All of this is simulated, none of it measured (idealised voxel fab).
The following process module bears the name voxel wiring stack.
FYI the section here is cut, 270 nm wide, cells are 5 nm squares.
In what follows, cross-sections appear as grids of square cells, described through bands that run from the top down, where every band is one or more rows of cells. Band entry format. Leading values: height of top, height of bottom, nm. Remainder: materials in left-to-right order, each with its width in nm. Special words: "everywhere" on a single material, which then fills the band edge to edge; "blank", empty space. The reference from which all heights are counted is 0, the level beneath which the as-received wafer is entirely one material; the lowest band, having no lower bound, proceeds downward and is written after the example "0 and below". The width entry "30 to 40" should be interpreted row by row: the top row of cells in the band takes the first number, the bottom row takes the second number, and the change between adjacent rows is uniform throughout. Where a step carries "nothing changed", the cross-section came out of it unchanged, cell for cell. Closed empty spaces (no open way to the top) of 8 cells or more are what "Enclosed cavity list" lists, each as width x height at distance from the left edge, nm for all three. It should be noted that, on the line of a given step, the content following the step's settings is a remark produced by the simulator itself with respect to that step. The setting "overlay nm" may be written on the line of a step. When the step uses a mask, the value reports how far to the right of the planned place the mask lay, and a negative value reports that it lay to the left. Read each pair as before and after one process step. The after cross-section shows only down to the lowest band that changed. The step between them and its settings are given below the pair. Pairs can come from different runs of this module on the same starting wafer. A pair continues from the pair above only where its "Status quo ante" entry says so.

Status quo ante:
> 0 and below | Si everywhere
> Enclosed cavity list: none

Section After Processing:
> 15 down to 0 | SiO2 everywhere
> below 0: unchanged
> Enclosed cavity list: none
What process step lies between the two cross-sections above? CONFORMAL_DEP (material SiO2; thk nm 15)

Status quo ante: The pre-step condition corresponds to the post-step cross-section depicted in the pair directly above.

Section After Processing:
> 20 down to 15 | SiN everywhere
> below 15: unchanged
> Enclosed cavity list: none
What process step lies between the two cross-sections above? CONFORMAL_DEP (material SiN; thk nm 5)

Status quo ante: The pre-step condition corresponds to the post-step cross-section depicted in the pair directly above.

Section After Processing:
> 35 down to 20 | SiO2 everywhere
> below 20: unchanged
> Enclosed cavity list: none
What process step lies between the two cross-sections above? DIRECTIONAL_DEP (material SiO2; thk nm 15)

Status quo ante: The pre-step condition corresponds to the post-step cross-section depicted in the pair directly above.

Section After Processing:
> 55 down to 35 | 95 resist; 30 blank; 20 resist; 30 blank; 95 resist
> below 35: unchanged
> Enclosed cavity list: none
What process step lies between the two cross-sections above? PATTERN (tone open; mask id METAL_1; material resist; width nm 30; pitch nm 50; thk nm 20; overlay nm 0)

Status quo ante: The pre-step condition corresponds to the post-step cross-section depicted in the pair directly above.

Section After Processing:
> 55 down to 35 | 95 resist; 30 blank; 20 resist; 30 blank; 95 resist
> 35 down to 20 | 95 SiO2; 30 blank; 20 SiO2; 30 blank; 95 SiO2
> below 20: unchanged
> Enclosed cavity list: none
What process step lies between the two cross-sections above? DIRECTIONAL_ETCH (etch materials SiO2; depth nm 15)

Status quo ante: The pre-step condition corresponds to the post-step cross-section depicted in the pair directly above.

Section After Processing:
> 55 down to 35 | 95 resist; 30 blank; 20 resist; 30 blank; 95 resist
> 35 down to 20 | 95 SiO2; 30 blank; 20 SiO2; 30 blank; 95 SiO2
> 20 down to 15 | 95 SiN; 30 blank; 20 SiN; 30 blank; 95 SiN
> below 15: unchanged
> Enclosed cavity list: none
What process step lies between the two cross-sections above? DIRECTIONAL_ETCH (etch materials SiN; depth nm 5)

Status quo ante: The pre-step condition corresponds to the post-step cross-section depicted in the pair directly above.

Section After Processing:
> 35 down to 20 | 95 SiO2; 30 blank; 20 SiO2; 30 blank; 95 SiO2
> below 20: unchanged
> Enclosed cavity list: none
What process step lies between the two cross-sections above? STRIP (etch materials resist)

Status quo ante: The pre-step condition corresponds to the post-step cross-section depicted in the pair directly above.

Section After Processing:
> 40 down to 35 | 100 TiN; 20 blank; 30 TiN; 20 blank; 100 TiN
> 35 down to 20 | 95 SiO2; 5 TiN; 20 blank; 5 TiN; 20 SiO2; 5 TiN; 20 blank; 5 TiN; 95 SiO2
> 20 down to 15 | 95 SiN; 30 TiN; 20 SiN; 30 TiN; 95 SiN
> below 15: unchanged
> Enclosed cavity list: none
What process step lies between the two cross-sections above? CONFORMAL_DEP (material TiN; thk nm 5)

Status quo ante: The pre-step condition corresponds to the post-step cross-section depicted in the pair directly above.

Section After Processing:
> 50 down to 40 | Cu everywhere
> 40 down to 35 | 100 TiN; 20 Cu; 30 TiN; 20 Cu; 100 TiN
> 35 down to 20 | 95 SiO2; 5 TiN; 20 Cu; 5 TiN; 20 SiO2; 5 TiN; 20 Cu; 5 TiN; 95 SiO2
> below 20: unchanged
> Enclosed cavity list: none
What process step lies between the two cross-sections above? FILL_DEP (material Cu; thk nm 10)

Status quo ante: The pre-step condition corresponds to the post-step cross-section depicted in the pair directly above.

Section After Processing:
> 35 down to 20 | 95 SiO2; 5 TiN; 20 Cu; 5 TiN; 20 SiO2; 5 TiN; 20 Cu; 5 TiN; 95 SiO2
> below 20: unchanged
> Enclosed cavity list: none
What process step lies between the two cross-sections above? CMP (height nm 35)

Status quo ante: The pre-step condition corresponds to the post-step cross-section depicted in the pair directly above.

Section After Processing:
> 40 down to 35 | SiCN everywhere
> below 35: unchanged
> Enclosed cavity list: none
What process step lies between the two cross-sections above? CONFORMAL_DEP (material SiCN; thk nm 5)

Status quo ante: The pre-step condition corresponds to the post-step cross-section depicted in the pair directly above.

Section After Processing:
> 65 down to 40 | lowk everywhere
> below 40: unchanged
> Enclosed cavity list: none
What process step lies between the two cross-sections above? DIRECTIONAL_DEP (material lowk; thk nm 25)

Status quo ante: The pre-step condition corresponds to the post-step cross-section depicted in the pair directly above.

Section After Processing:
> 65 down to 40 | 95 lowk; 15 blank; 160 lowk
> below 40: unchanged
> Enclosed cavity list: none
What process step lies between the two cross-sections above? MASKED_ETCH (tone open; mask id METAL_2_HOLES; width nm 15; etch materials lowk; depth nm 25; overlay nm 0)

Status quo ante: The pre-step condition corresponds to the post-step cross-section depicted in the pair directly above.

Section After Processing:
> 75 down to 65 | 95 aC; 15 blank; 160 aC
> 65 down to 50 | 95 lowk; 15 blank; 160 lowk
> 50 down to 40 | 95 lowk; 15 aC; 160 lowk
> below 40: unchanged
> Enclosed cavity list: none
What process step lies between the two cross-sections above? DIRECTIONAL_DEP (material aC; thk nm 10)

Status quo ante: The pre-step condition corresponds to the post-step cross-section depicted in the pair directly above.

Section After Processing:
> 100 down to 75 | 95 resist; 30 blank; 20 resist; 30 blank; 95 resist
> below 75: unchanged
> Enclosed cavity list: none
What process step lies between the two cross-sections above? PATTERN (tone open; mask id METAL_2; material resist; width nm 30; pitch nm 50; thk nm 25; overlay nm 0)

Status quo ante: The pre-step condition corresponds to the post-step cross-section depicted in the pair directly above.

Section After Processing:
> 90 down to 75 | 95 resist; 30 blank; 20 resist; 30 blank; 95 resist
> 75 down to 65 | 95 aC; 30 blank; 20 aC; 30 blank; 95 aC
> 65 down to 40 | 95 lowk; 15 blank; 160 lowk
> below 40: unchanged
> Enclosed cavity list: none
What process step lies between the two cross-sections above? DIRECTIONAL_ETCH (etch materials aC; depth nm 10)

Status quo ante: The pre-step condition corresponds to the post-step cross-section depicted in the pair directly above.

Section After Processing:
> 75 down to 65 | 95 aC; 30 blank; 20 aC; 30 blank; 95 aC
> below 65: unchanged
> Enclosed cavity list: none
What process step lies between the two cross-sections above? STRIP (etch materials resist)

Status quo ante: The pre-step condition corresponds to the post-step cross-section depicted in the pair directly above.

Section After Processing:
> 75 down to 65 | 95 aC; 30 blank; 20 aC; 30 blank; 95 aC
> 65 down to 50 | 95 lowk; 30 blank; 20 lowk; 30 blank; 95 lowk
> below 50: unchanged
> Enclosed cavity list: none
What process step lies between the two cross-sections above? DIRECTIONAL_ETCH (etch materials lowk; depth nm 15)

Status quo ante: The pre-step condition corresponds to the post-step cross-section depicted in the pair directly above.

Section After Processing:
> 75 down to 65 | 95 aC; 30 blank; 20 aC; 30 blank; 95 aC
> 65 down to 50 | 95 lowk; 30 blank; 20 lowk; 30 blank; 95 lowk
> 50 down to 40 | 95 lowk; 15 blank; 160 lowk
> 40 down to 35 | 95 SiCN; 15 blank; 160 SiCN
> below 35: unchanged
> Enclosed cavity list: none
What process step lies between the two cross-sections above? DIRECTIONAL_ETCH (etch materials SiCN; depth nm 5)

Status quo ante: The pre-step condition corresponds to the post-step cross-section depicted in the pair directly above.

Section After Processing:
> 65 down to 50 | 95 lowk; 30 blank; 20 lowk; 30 blank; 95 lowk
> below 50: unchanged
> Enclosed cavity list: none
What process step lies between the two cross-sections above? STRIP (etch materials aC)

Status quo ante: The pre-step condition corresponds to the post-step cross-section depicted in the pair directly above.

Section After Processing:
> 70 down to 65 | 100 TiN; 20 blank; 30 TiN; 20 blank; 100 TiN
> 65 down to 55 | 95 lowk; 5 TiN; 20 blank; 5 TiN; 20 lowk; 5 TiN; 20 blank; 5 TiN; 95 lowk
> 55 down to 50 | 95 lowk; 5 TiN; 5 blank; 20 TiN; 20 lowk; 30 TiN; 95 lowk
> 50 down to 40 | 95 lowk; 5 TiN; 5 blank; 5 TiN; 160 lowk
> 40 down to 35 | 95 SiCN; 15 TiN; 160 SiCN
> below 35: unchanged
> Enclosed cavity list: none
What process step lies between the two cross-sections above? CONFORMAL_DEP (material TiN; thk nm 5)

Status quo ante: The pre-step condition corresponds to the post-step cross-section depicted in the pair directly above.

Section After Processing:
> 75 down to 70 | Ru everywhere
> 70 down to 65 | 100 TiN; 20 Ru; 30 TiN; 20 Ru; 100 TiN
> 65 down to 55 | 95 lowk; 5 TiN; 20 Ru; 5 TiN; 20 lowk; 5 TiN; 20 Ru; 5 TiN; 95 lowk
> 55 down to 50 | 95 lowk; 5 TiN; 5 Ru; 20 TiN; 20 lowk; 30 TiN; 95 lowk
> 50 down to 40 | 95 lowk; 5 TiN; 5 Ru; 5 TiN; 160 lowk
> below 40: unchanged
> Enclosed cavity list: none
What process step lies between the two cross-sections above? FILL_DEP (material Ru; thk nm 5)

Status quo ante: The pre-step condition corresponds to the post-step cross-section depicted in the pair directly above.

Section After Processing:
> 65 down to 55 | 95 lowk; 5 TiN; 20 Ru; 5 TiN; 20 lowk; 5 TiN; 20 Ru; 5 TiN; 95 lowk
> below 55: unchanged
> Enclosed cavity list: none
What process step lies between the two cross-sections above? CMP (height nm 65)

Status quo ante: The pre-step condition corresponds to the post-step cross-section depicted in the pair directly above.

Section After Processing:
> 70 down to 65 | SiCN everywhere
> below 65: unchanged
> Enclosed cavity list: none
What process step lies between the two cross-sections above? CONFORMAL_DEP (material SiCN; thk nm 5)

Status quo ante: The pre-step condition corresponds to the post-step cross-section depicted in the pair directly above.

Section After Processing:
> 80 down to 70 | SiO2 everywhere
> below 70: unchanged
> Enclosed cavity list: none
What process step lies between the two cross-sections above? DIRECTIONAL_DEP (material SiO2; thk nm 10)

Status quo ante: The pre-step condition corresponds to the post-step cross-section depicted in the pair directly above.

Section After Processing:
> 80 down to 70 | 95 SiO2; 15 blank; 160 SiO2
> below 70: unchanged
> Enclosed cavity list: none
What process step lies between the two cross-sections above? MASKED_ETCH (tone open; mask id PLUG_2; width nm 15; etch materials SiO2; depth nm 10; overlay nm 0)

Status quo ante: The pre-step condition corresponds to the post-step cross-section depicted in the pair directly above.

Section After Processing:
> 80 down to 70 | 95 SiO2; 15 blank; 160 SiO2
> 70 down to 65 | 95 SiCN; 15 blank; 160 SiCN
> below 65: unchanged
> Enclosed cavity list: none
What process step lies between the two cross-sections above? MASKED_ETCH (tone open; mask id PLUG_2; width nm 15; etch materials SiCN; depth nm 5; overlay nm 0)

Status quo ante: The pre-step condition corresponds to the post-step cross-section depicted in the pair directly above.

Section After Processing:
> 85 down to 80 | 100 TiN; 5 blank; 165 TiN
> 80 down to 70 | 95 SiO2; 5 TiN; 5 blank; 5 TiN; 160 SiO2
> 70 down to 65 | 95 SiCN; 15 TiN; 160 SiCN
> below 65: unchanged
> Enclosed cavity list: none
What process step lies between the two cross-sections above? CONFORMAL_DEP (material TiN; thk nm 5)

Status quo ante: The pre-step condition corresponds to the post-step cross-section depicted in the pair directly above.

Section After Processing:
> 90 down to 85 | Ru everywhere
> 85 down to 80 | 100 TiN; 5 Ru; 165 TiN
> 80 down to 70 | 95 SiO2; 5 TiN; 5 Ru; 5 TiN; 160 SiO2
> below 70: unchanged
> Enclosed cavity list: none
What process step lies between the two cross-sections above? FILL_DEP (material Ru; thk nm 5)

Status quo ante: The pre-step condition corresponds to the post-step cross-section depicted in the pair directly above.

Section After Processing:
> 80 down to 70 | 95 SiO2; 5 TiN; 5 Ru; 5 TiN; 160 SiO2
> below 70: unchanged
> Enclosed cavity list: none
What process step lies between the two cross-sections above? CMP (height nm 80)

Status quo ante: The pre-step condition corresponds to the post-step cross-section depicted in the pair directly above.

Section After Processing:
> 85 down to 80 | SiN everywhere
> below 80: unchanged
> Enclosed cavity list: none
What process step lies between the two cross-sections above? CONFORMAL_DEP (material SiN; thk nm 5)

Status quo ante: The pre-step condition corresponds to the post-step cross-section depicted in the pair directly above.

Section After Processing:
> 105 down to 85 | SiO2 everywhere
> below 85: unchanged
> Enclosed cavity list: none
What process step lies between the two cross-sections above? DIRECTIONAL_DEP (material SiO2; thk nm 20)

Status quo ante: The pre-step condition corresponds to the post-step cross-section depicted in the pair directly above.

Section After Processing:
> 105 down to 85 | 95 SiO2; 30 blank; 20 SiO2; 30 blank; 95 SiO2
> below 85: unchanged
> Enclosed cavity list: none
What process step lies between the two cross-sections above? MASKED_ETCH (tone open; mask id METAL_3; width nm 30; pitch nm 50; etch materials SiO2; depth nm 20; overlay nm 0)

Status quo ante: The pre-step condition corresponds to the post-step cross-section depicted in the pair directly above.

Section After Processing:
> 105 down to 85 | 95 SiO2; 30 blank; 20 SiO2; 30 blank; 95 SiO2
> 85 down to 80 | 95 SiN; 30 blank; 20 SiN; 30 blank; 95 SiN
> below 80: unchanged
> Enclosed cavity list: none
What process step lies between the two cross-sections above? MASKED_ETCH (tone open; mask id METAL_3; width nm 30; pitch nm 50; etch materials SiN; depth nm 5; overlay nm 0)

Status quo ante: The pre-step condition corresponds to the post-step cross-section depicted in the pair directly above.

Section After Processing:
> 110 down to 105 | 100 TiN; 20 blank; 30 TiN; 20 blank; 100 TiN
> 105 down to 85 | 95 SiO2; 5 TiN; 20 blank; 5 TiN; 20 SiO2; 5 TiN; 20 blank; 5 TiN; 95 SiO2
> 85 down to 80 | 95 SiN; 30 TiN; 20 SiN; 30 TiN; 95 SiN
> below 80: unchanged
> Enclosed cavity list: none
What process step lies between the two cross-sections above? CONFORMAL_DEP (material TiN; thk nm 5)

Status quo ante: The pre-step condition corresponds to the post-step cross-section depicted in the pair directly above.

Section After Processing:
> 115 down to 110 | Ru everywhere
> 110 down to 105 | 100 TiN; 20 Ru; 30 TiN; 20 Ru; 100 TiN
> 105 down to 85 | 95 SiO2; 5 TiN; 20 Ru; 5 TiN; 20 SiO2; 5 TiN; 20 Ru; 5 TiN; 95 SiO2
> below 85: unchanged
> Enclosed cavity list: none
What process step lies between the two cross-sections above? FILL_DEP (material Ru; thk nm 5)

Status quo ante: The pre-step condition corresponds to the post-step cross-section depicted in the pair directly above.

Section After Processing:
> 105 down to 85 | 95 SiO2; 5 TiN; 20 Ru; 5 TiN; 20 SiO2; 5 TiN; 20 Ru; 5 TiN; 95 SiO2
> below 85: unchanged
> Enclosed cavity list: none
What process step lies between the two cross-sections above? CMP (height nm 105)

Status quo ante: The pre-step condition corresponds to the post-step cross-section depicted in the pair directly above.

Section After Processing:
> 110 down to 105 | SiN everywhere
> below 105: unchanged
> Enclosed cavity list: none
What process step lies between the two cross-sections above? CONFORMAL_DEP (material SiN; thk nm 5)

Status quo ante:
> 50 down to 40 | Cu everywhere
> 40 down to 35 | 100 TiN; 20 Cu; 30 TiN; 20 Cu; 100 TiN
> 35 down to 20 | 95 SiO2; 5 TiN; 20 Cu; 5 TiN; 20 SiO2; 5 TiN; 20 Cu; 5 TiN; 95 SiO2
> 20 down to 15 | 95 SiN; 30 TiN; 20 SiN; 30 TiN; 95 SiN
> 15 down to 0 | SiO2 everywhere
> 0 and below | Si everywhere
> Enclosed cavity list: none

Section After Processing:
> 55 down to 50 | SiCN everywhere
> below 50: unchanged
> Enclosed cavity list: none
What process step lies between the two cross-sections above? CONFORMAL_DEP (material SiCN; thk nm 5)

Status quo ante: The pre-step condition corresponds to the post-step cross-section depicted in the pair directly above.

Section After Processing:
> 80 down to 55 | lowk everywhere
> below 55: unchanged
> Enclosed cavity list: none
What process step lies between the two cross-sections above? DIRECTIONAL_DEP (material lowk; thk nm 25)

Status quo ante: The pre-step condition corresponds to the post-step cross-section depicted in the pair directly above.

Section After Processing:
> 80 down to 55 | 95 lowk; 15 blank; 160 lowk
> below 55: unchanged
> Enclosed cavity list: none
What process step lies between the two cross-sections above? MASKED_ETCH (tone open; mask id METAL_2_HOLES; width nm 15; etch materials lowk; depth nm 25; overlay nm 0)

Status quo ante: The pre-step condition corresponds to the post-step cross-section depicted in the pair directly above.

Section After Processing:
> 90 down to 80 | 95 aC; 15 blank; 160 aC
> 80 down to 65 | 95 lowk; 15 blank; 160 lowk
> 65 down to 55 | 95 lowk; 15 aC; 160 lowk
> below 55: unchanged
> Enclosed cavity list: none
What process step lies between the two cross-sections above? DIRECTIONAL_DEP (material aC; thk nm 10)

Status quo ante: The pre-step condition corresponds to the post-step cross-section depicted in the pair directly above.

Section After Processing:
> 115 down to 90 | 95 resist; 30 blank; 20 resist; 30 blank; 95 resist
> below 90: unchanged
> Enclosed cavity list: none
What process step lies between the two cross-sections above? PATTERN (tone open; mask id METAL_2; material resist; width nm 30; pitch nm 50; thk nm 25; overlay nm 0)

Status quo ante: The pre-step condition corresponds to the post-step cross-section depicted in the pair directly above.

Section After Processing:
> 105 down to 90 | 95 resist; 30 blank; 20 resist; 30 blank; 95 resist
> 90 down to 80 | 95 aC; 30 blank; 20 aC; 30 blank; 95 aC
> 80 down to 55 | 95 lowk; 15 blank; 160 lowk
> below 55: unchanged
> Enclosed cavity list: none
What process step lies between the two cross-sections above? DIRECTIONAL_ETCH (etch materials aC; depth nm 10)

Status quo ante: The pre-step condition corresponds to the post-step cross-section depicted in the pair directly above.

Section After Processing:
> 90 down to 80 | 95 aC; 30 blank; 20 aC; 30 blank; 95 aC
> below 80: unchanged
> Enclosed cavity list: none
What process step lies between the two cross-sections above? STRIP (etch materials resist)

Status quo ante: The pre-step condition corresponds to the post-step cross-section depicted in the pair directly above.

Section After Processing:
> 90 down to 80 | 95 aC; 30 blank; 20 aC; 30 blank; 95 aC
> 80 down to 65 | 95 lowk; 30 blank; 20 lowk; 30 blank; 95 lowk
> below 65: unchanged
> Enclosed cavity list: none
What process step lies between the two cross-sections above? DIRECTIONAL_ETCH (etch materials lowk; depth nm 15)

Status quo ante: The pre-step condition corresponds to the post-step cross-section depicted in the pair directly above.

Section After Processing:
> 90 down to 80 | 95 aC; 30 blank; 20 aC; 30 blank; 95 aC
> 80 down to 65 | 95 lowk; 30 blank; 20 lowk; 30 blank; 95 lowk
> 65 down to 55 | 95 lowk; 15 blank; 160 lowk
> 55 down to 50 | 95 SiCN; 15 blank; 160 SiCN
> below 50: unchanged
> Enclosed cavity list: none
What process step lies between the two cross-sections above? DIRECTIONAL_ETCH (etch materials SiCN; depth nm 5)

Status quo ante: The pre-step condition corresponds to the post-step cross-section depicted in the pair directly above.

Section After Processing:
> 80 down to 65 | 95 lowk; 30 blank; 20 lowk; 30 blank; 95 lowk
> below 65: unchanged
> Enclosed cavity list: none
What process step lies between the two cross-sections above? STRIP (etch materials aC)

Status quo ante: The pre-step condition corresponds to the post-step cross-section depicted in the pair directly above.

Section After Processing:
> 85 down to 80 | 100 TiN; 20 blank; 30 TiN; 20 blank; 100 TiN
> 80 down to 70 | 95 lowk; 5 TiN; 20 blank; 5 TiN; 20 lowk; 5 TiN; 20 blank; 5 TiN; 95 lowk
> 70 down to 65 | 95 lowk; 5 TiN; 5 blank; 20 TiN; 20 lowk; 30 TiN; 95 lowk
> 65 down to 55 | 95 lowk; 5 TiN; 5 blank; 5 TiN; 160 lowk
> 55 down to 50 | 95 SiCN; 15 TiN; 160 SiCN
> below 50: unchanged
> Enclosed cavity list: none
What process step lies between the two cross-sections above? CONFORMAL_DEP (material TiN; thk nm 5)

Status quo ante: The pre-step condition corresponds to the post-step cross-section depicted in the pair directly above.

Section After Processing:
> 90 down to 85 | Ru everywhere
> 85 down to 80 | 100 TiN; 20 Ru; 30 TiN; 20 Ru; 100 TiN
> 80 down to 70 | 95 lowk; 5 TiN; 20 Ru; 5 TiN; 20 lowk; 5 TiN; 20 Ru; 5 TiN; 95 lowk
> 70 down to 65 | 95 lowk; 5 TiN; 5 Ru; 20 TiN; 20 lowk; 30 TiN; 95 lowk
> 65 down to 55 | 95 lowk; 5 TiN; 5 Ru; 5 TiN; 160 lowk
> below 55: unchanged
> Enclosed cavity list: none
What process step lies between the two cross-sections above? FILL_DEP (material Ru; thk nm 5)

Status quo ante: The pre-step condition corresponds to the post-step cross-section depicted in the pair directly above.

Section After Processing:
> 65 down to 55 | 95 lowk; 5 TiN; 5 Ru; 5 TiN; 160 lowk
> below 55: unchanged
> Enclosed cavity list: none
What process step lies between the two cross-sections above? CMP (height nm 65)

Status quo ante: The pre-step condition corresponds to the post-step cross-section depicted in the pair directly above.

Section After Processing:
> 70 down to 65 | SiCN everywhere
> below 65: unchanged
> Enclosed cavity list: none
What process step lies between the two cross-sections above? CONFORMAL_DEP (material SiCN; thk nm 5)

Status quo ante: The pre-step condition corresponds to the post-step cross-section depicted in the pair directly above.

Section After Processing:
> 80 down to 70 | SiO2 everywhere
> below 70: unchanged
> Enclosed cavity list: none
What process step lies between the two cross-sections above? DIRECTIONAL_DEP (material SiO2; thk nm 10)

Status quo ante: The pre-step condition corresponds to the post-step cross-section depicted in the pair directly above.

Section After Processing:
> 80 down to 70 | 95 SiO2; 15 blank; 160 SiO2
> below 70: unchanged
> Enclosed cavity list: none
What process step lies between the two cross-sections above? MASKED_ETCH (tone open; mask id PLUG_2; width nm 15; etch materials SiO2; depth nm 10; overlay nm 0)

Status quo ante: The pre-step condition corresponds to the post-step cross-section depicted in the pair directly above.

Section After Processing:
> 80 down to 70 | 95 SiO2; 15 blank; 160 SiO2
> 70 down to 65 | 95 SiCN; 15 blank; 160 SiCN
> below 65: unchanged
> Enclosed cavity list: none
What process step lies between the two cross-sections above? MASKED_ETCH (tone open; mask id PLUG_2; width nm 15; etch materials SiCN; depth nm 5; overlay nm 0)

Status quo ante: The pre-step condition corresponds to the post-step cross-section depicted in the pair directly above.

Section After Processing:
> 85 down to 80 | 100 TiN; 5 blank; 165 TiN
> 80 down to 70 | 95 SiO2; 5 TiN; 5 blank; 5 TiN; 160 SiO2
> 70 down to 65 | 95 SiCN; 15 TiN; 160 SiCN
> below 65: unchanged
> Enclosed cavity list: none
What process step lies between the two cross-sections above? CONFORMAL_DEP (material TiN; thk nm 5)

Status quo ante: The pre-step condition corresponds to the post-step cross-section depicted in the pair directly above.

Section After Processing:
> 90 down to 85 | Ru everywhere
> 85 down to 80 | 100 TiN; 5 Ru; 165 TiN
> 80 down to 70 | 95 SiO2; 5 TiN; 5 Ru; 5 TiN; 160 SiO2
> below 70: unchanged
> Enclosed cavity list: none
What process step lies between the two cross-sections above? FILL_DEP (material Ru; thk nm 5)

Status quo ante: The pre-step condition corresponds to the post-step cross-section depicted in the pair directly above.

Section After Processing:
> 80 down to 70 | 95 SiO2; 5 TiN; 5 Ru; 5 TiN; 160 SiO2
> below 70: unchanged
> Enclosed cavity list: none
What process step lies between the two cross-sections above? CMP (height nm 80)

Status quo ante: The pre-step condition corresponds to the post-step cross-section depicted in the pair directly above.

Section After Processing:
> 85 down to 80 | SiN everywhere
> below 80: unchanged
> Enclosed cavity list: none
What process step lies between the two cross-sections above? CONFORMAL_DEP (material SiN; thk nm 5)

Status quo ante: The pre-step condition corresponds to the post-step cross-section depicted in the pair directly above.

Section After Processing:
> 105 down to 85 | SiO2 everywhere
> below 85: unchanged
> Enclosed cavity list: none
What process step lies between the two cross-sections above? DIRECTIONAL_DEP (material SiO2; thk nm 20)

Status quo ante: The pre-step condition corresponds to the post-step cross-section depicted in the pair directly above.

Section After Processing:
> 105 down to 85 | 95 SiO2; 30 blank; 20 SiO2; 30 blank; 95 SiO2
> below 85: unchanged
> Enclosed cavity list: none
What process step lies between the two cross-sections above? MASKED_ETCH (tone open; mask id METAL_3; width nm 30; pitch nm 50; etch materials SiO2; depth nm 20; overlay nm 0)

Status quo ante: The pre-step condition corresponds to the post-step cross-section depicted in the pair directly above.

Section After Processing:
> 105 down to 85 | 95 SiO2; 30 blank; 20 SiO2; 30 blank; 95 SiO2
> 85 down to 80 | 95 SiN; 30 blank; 20 SiN; 30 blank; 95 SiN
> below 80: unchanged
> Enclosed cavity list: none
What process step lies between the two cross-sections above? MASKED_ETCH (tone open; mask id METAL_3; width nm 30; pitch nm 50; etch materials SiN; depth nm 5; overlay nm 0)

Status quo ante: The pre-step condition corresponds to the post-step cross-section depicted in the pair directly above.

Section After Processing:
> 110 down to 105 | 100 TiN; 20 blank; 30 TiN; 20 blank; 100 TiN
> 105 down to 85 | 95 SiO2; 5 TiN; 20 blank; 5 TiN; 20 SiO2; 5 TiN; 20 blank; 5 TiN; 95 SiO2
> 85 down to 80 | 95 SiN; 30 TiN; 20 SiN; 30 TiN; 95 SiN
> below 80: unchanged
> Enclosed cavity list: none
What process step lies between the two cross-sections above? CONFORMAL_DEP (material TiN; thk nm 5)

Status quo ante: The pre-step condition corresponds to the post-step cross-section depicted in the pair directly above.

Section After Processing:
> 115 down to 110 | Ru everywhere
> 110 down to 105 | 100 TiN; 20 Ru; 30 TiN; 20 Ru; 100 TiN
> 105 down to 85 | 95 SiO2; 5 TiN; 20 Ru; 5 TiN; 20 SiO2; 5 TiN; 20 Ru; 5 TiN; 95 SiO2
> below 85: unchanged
> Enclosed cavity list: none
What process step lies between the two cross-sections above? FILL_DEP (material Ru; thk nm 5)

Status quo ante: The pre-step condition corresponds to the post-step cross-section depicted in the pair directly above.

Section After Processing:
> 105 down to 85 | 95 SiO2; 5 TiN; 20 Ru; 5 TiN; 20 SiO2; 5 TiN; 20 Ru; 5 TiN; 95 SiO2
> below 85: unchanged
> Enclosed cavity list: none
What process step lies between the two cross-sections above? CMP (height nm 105)

Status quo ante: The pre-step condition corresponds to the post-step cross-section depicted in the pair directly above.

Section After Processing:
> 110 down to 105 | SiN everywhere
> below 105: unchanged
> Enclosed cavity list: none
What process step lies between the two cross-sections above? CONFORMAL_DEP (material SiN; thk nm 5)

Status quo ante:
> 65 down to 40 | lowk everywhere
> 40 down to 35 | SiCN everywhere
> 35 down to 20 | 95 SiO2; 5 TiN; 20 Cu; 5 TiN; 20 SiO2; 5 TiN; 20 Cu; 5 TiN; 95 SiO2
> 20 down to 15 | 95 SiN; 30 TiN; 20 SiN; 30 TiN; 95 SiN
> 15 down to 0 | SiO2 everywhere
> 0 and below | Si everywhere
> Enclosed cavity list: none

Section After Processing:
> 90 down to 40 | lowk everywhere
> below 40: unchanged
> Enclosed cavity list: none
What process step lies between the two cross-sections above? DIRECTIONAL_DEP (material lowk; thk nm 25)

Status quo ante: The pre-step condition corresponds to the post-step cross-section depicted in the pair directly above.

Section After Processing:
> 90 down to 65 | 95 lowk; 15 blank; 160 lowk
> below 65: unchanged
> Enclosed cavity list: none
What process step lies between the two cross-sections above? MASKED_ETCH (tone open; mask id METAL_2_HOLES; width nm 15; etch materials lowk; depth nm 25; overlay nm 0)

Status quo ante: The pre-step condition corresponds to the post-step cross-section depicted in the pair directly above.

Section After Processing:
> 100 down to 90 | 95 aC; 15 blank; 160 aC
> 90 down to 75 | 95 lowk; 15 blank; 160 lowk
> 75 down to 65 | 95 lowk; 15 aC; 160 lowk
> below 65: unchanged
> Enclosed cavity list: none
What process step lies between the two cross-sections above? DIRECTIONAL_DEP (material aC; thk nm 10)

Status quo ante: The pre-step condition corresponds to the post-step cross-section depicted in the pair directly above.

Section After Processing:
> 125 down to 100 | 95 resist; 30 blank; 20 resist; 30 blank; 95 resist
> below 100: unchanged
> Enclosed cavity list: none
What process step lies between the two cross-sections above? PATTERN (tone open; mask id METAL_2; material resist; width nm 30; pitch nm 50; thk nm 25; overlay nm 0)

Status quo ante: The pre-step condition corresponds to the post-step cross-section depicted in the pair directly above.

Section After Processing:
> 115 down to 100 | 95 resist; 30 blank; 20 resist; 30 blank; 95 resist
> 100 down to 90 | 95 aC; 30 blank; 20 aC; 30 blank; 95 aC
> 90 down to 65 | 95 lowk; 15 blank; 160 lowk
> below 65: unchanged
> Enclosed cavity list: none
What process step lies between the two cross-sections above? DIRECTIONAL_ETCH (etch materials aC; depth nm 10)

Status quo ante: The pre-step condition corresponds to the post-step cross-section depicted in the pair directly above.

Section After Processing:
> 100 down to 90 | 95 aC; 30 blank; 20 aC; 30 blank; 95 aC
> below 90: unchanged
> Enclosed cavity list: none
What process step lies between the two cross-sections above? STRIP (etch materials resist)

Status quo ante: The pre-step condition corresponds to the post-step cross-section depicted in the pair directly above.

Section After Processing:
> 100 down to 90 | 95 aC; 30 blank; 20 aC; 30 blank; 95 aC
> 90 down to 75 | 95 lowk; 30 blank; 20 lowk; 30 blank; 95 lowk
> 75 down to 50 | 95 lowk; 15 blank; 160 lowk
> below 50: unchanged
> Enclosed cavity list: none
What process step lies between the two cross-sections above? DIRECTIONAL_ETCH (etch materials lowk; depth nm 15)

Status quo ante: The pre-step condition corresponds to the post-step cross-section depicted in the pair directly above.

Section After Processing:
> 90 down to 75 | 95 lowk; 30 blank; 20 lowk; 30 blank; 95 lowk
> below 75: unchanged
> Enclosed cavity list: none
What process step lies between the two cross-sections above? STRIP (etch materials aC)
